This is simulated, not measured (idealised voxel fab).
A process module follows: voxel transistor to metal.
205 nm wide, 5 nm square cells: that's cross-section cut.
In what follows, cross-sections appear as grids of square cells, described through bands that run from the top down, where every band is one or more rows of cells. In this notation a band is specified by the heights of its top and bottom, in that order and in nm, after which its materials appear from left to right, each paired with its width in nm. The word "all across" attached to a single material means that material fills the band from edge to edge; the word "blank" stands for empty space. Zero point of the height axis is 0; under it, received wafer = one material. Lowest band: continues down indefinitely, "z 0 and below". You'd read "30->40" like this: the band's top row of cells is as wide as the first number, its bottom row is as wide as the second, and going down, every row changes width by the same amount as the row before did. Any step labelled "left unchanged" changed none of the cells in the cross-section. Empty spaces counting at least 8 cells and having no open way to the top are listed in "Cavities, sealed". The notation width x height at distance is used for each, the distance being from the left edge and all three values in nm. It should be noted that, on the line of a given step, the content following the step's settings is a remark produced by the simulator itself with respect to that step. Regarding "overlay nm": on a step with a mask, it is the distance the mask lay to the right of its planned place; a negative value places it to the left.
These are the steps we planned for the process
1) op RECEIVE | material Si
2) op OXIDIZE | depth nm 5
3) op CONFORMAL_DEP | material SiN | thk nm 15
4) op PATTERN | tone cover | mask id ACTIVE | material resist | width nm 105 | thk nm 20 | overlay nm 0
5) op DIRECTIONAL_ETCH | etch materials SiN | depth nm 15
6) op DIRECTIONAL_ETCH | etch materials SiO2 | depth nm 5
7) op DIRECTIONAL_ETCH | etch materials Si | depth nm 35
8) op STRIP | etch materials resist
9) op FILL_DEP | material SiO2 | thk nm 10
10) op CMP | height nm 15
11) op SELECTIVE_ETCH | etch materials SiO2 | depth nm 15
12) op STRIP | etch materials SiN
13) op SELECTIVE_ETCH | etch materials SiO2 | depth nm 5
14) op OXIDIZE | depth nm 5
15) op DIRECTIONAL_DEP | material polySi | thk nm 20
16) op DIRECTIONAL_DEP | material SiCN | thk nm 15
17) op MASKED_ETCH | tone cover | mask id GATE | width nm 35 | etch materials SiCN | depth nm 25 | overlay nm 0
18) op MASKED_ETCH | tone cover | mask id GATE | width nm 35 | etch materials polySi | depth nm 30 | overlay nm 0
19) op CONFORMAL_DEP | material SiN | thk nm 10
20) op DIRECTIONAL_ETCH | etch materials SiN | depth nm 10
21) op DIRECTIONAL_ETCH | etch materials SiO2 | depth nm 5
22) op DIRECTIONAL_ETCH | etch materials Si | depth nm 10
23) op EPI | material SiGe | thk nm 10
24) op FILL_DEP | material SiO2 | thk nm 5
25) op CMP | height nm 15
26) op STRIP | etch materials polySi
27) op SELECTIVE_ETCH | etch materials SiO2 | depth nm 5
28) op CONFORMAL_DEP | material HfO2 | thk nm 5
29) op CONFORMAL_DEP | material TiN | thk nm 5
30) op FILL_DEP | material W | thk nm 5
31) op CMP | height nm 10
32) op DIRECTIONAL_DEP | material SiO2 | thk nm 10
33) op MASKED_ETCH | tone open | mask id CONTACT | width nm 15 | pitch nm 80 | etch materials SiO2 | depth nm 30 | overlay nm 0
34) op CONFORMAL_DEP | material TiN | thk nm 5
35) op FILL_DEP | material W | thk nm 10
36) op CMP | height nm 20
37) op CONFORMAL_DEP | material SiCN | thk nm 5
38) op DIRECTIONAL_DEP | material SiO2 | thk nm 20
39) op DIRECTIONAL_DEP | material aC | thk nm 15
40) op PATTERN | tone open | mask id METAL_1 | material resist | width nm 15 | pitch nm 80 | thk nm 30 | overlay nm 0
41) op DIRECTIONAL_ETCH | etch materials aC | depth nm 15
42) op STRIP | etch materials resist
43) op DIRECTIONAL_ETCH | etch materials SiO2 | depth nm 20
44) op DIRECTIONAL_ETCH | etch materials SiCN | depth nm 5
45) op STRIP | etch materials aC
46) op CONFORMAL_DEP | material TiN | thk nm 5
47) op FILL_DEP | material W | thk nm 5
48) op CMP | height nm 45
49) op EPI | material Ru | thk nm 5
50) op FILL_DEP | material SiCN | thk nm 5
51) op DIRECTIONAL_DEP | material SiO2 | thk nm 25
52) op DIRECTIONAL_DEP | material aC | thk nm 15
53) op PATTERN | tone open | mask id METAL_2 | material resist | width nm 15 | pitch nm 80 | thk nm 35 | overlay nm 0
54) op DIRECTIONAL_ETCH | etch materials aC | depth nm 15
55) op STRIP | etch materials resist
56) op DIRECTIONAL_ETCH | etch materials SiO2 | depth nm 15
57) op STRIP | etch materials aC
58) op PATTERN | tone open | mask id METAL_2_HOLES | material resist | width nm 15 | pitch nm 80 | thk nm 20 | overlay nm 0
59) op DIRECTIONAL_ETCH | etch materials SiO2 | depth nm 10
60) op DIRECTIONAL_ETCH | etch materials SiCN | depth nm 5
61) op STRIP | etch materials resist
62) op CONFORMAL_DEP | material TiN | thk nm 5
63) op FILL_DEP | material Ru | thk nm 5
64) op CMP | height nm 80
65) op CONFORMAL_DEP | material SiCN | thk nm 5
Step 1 complete: cross-section of the wafer as received
z 0 and below = Si all across
Cavities, sealed: none
Here's the wafer cut in cross-section after the module, started and planned just like above, except one thing was done wrong in the run
z 85 to 80 = SiCN all across
z 80 to 55 = SiO2 55 nm, TiN 5 nm, Ru 5 nm, TiN 5 nm, SiO2 65 nm, TiN 5 nm, Ru 5 nm, TiN 5 nm, SiO2 55 nm
z 55 to 50 = SiCN 55 nm, TiN 15 nm, SiCN 65 nm, TiN 15 nm, SiCN 55 nm
z 50 to 45 = SiCN 50 nm, Ru 25 nm, SiCN 55 nm, Ru 25 nm, SiCN 50 nm
z 45 to 25 = SiO2 55 nm, TiN 5 nm, W 5 nm, TiN 5 nm, SiO2 65 nm, TiN 5 nm, W 5 nm, TiN 5 nm, SiO2 55 nm
z 25 to 20 = SiCN 55 nm, TiN 15 nm, SiCN 65 nm, TiN 15 nm, SiCN 55 nm
z 20 to 10 = SiO2 55 nm, TiN 5 nm, W 5 nm, TiN 5 nm, SiO2 65 nm, TiN 5 nm, W 5 nm, TiN 5 nm, SiO2 55 nm
z 10 to 5 = SiO2 55 nm, TiN 5 nm, W 5 nm, TiN 5 nm, SiO2 5 nm, SiN 10 nm, TiN 5 nm, W 25 nm, TiN 5 nm, SiN 10 nm, SiO2 5 nm, TiN 5 nm, W 5 nm, TiN 5 nm, SiO2 55 nm
z 5 to 0 = SiO2 55 nm, TiN 15 nm, SiO2 5 nm, SiN 10 nm, TiN 5 nm, W 25 nm, TiN 5 nm, SiN 10 nm, SiO2 5 nm, TiN 15 nm, SiO2 55 nm
z 0 to -5 = SiO2 55 nm, TiN 10 nm, SiGe 10 nm, SiN 10 nm, TiN 5 nm, W 25 nm, TiN 5 nm, SiN 10 nm, SiGe 10 nm, TiN 10 nm, SiO2 55 nm
z -5 to -10 = SiO2 55 nm, TiN 10 nm, SiGe 10 nm, SiO2 5 nm, TiN 45 nm, SiO2 5 nm, SiGe 10 nm, TiN 10 nm, SiO2 55 nm
z -10 to -20 = SiO2 50 nm, SiGe 25 nm, Si 55 nm, SiGe 25 nm, SiO2 50 nm
z -20 to -40 = SiO2 50 nm, Si 105 nm, SiO2 50 nm
z -40 and below = Si all across
Cavities, sealed: none
Here's what went sideways: plan step 28 skipped
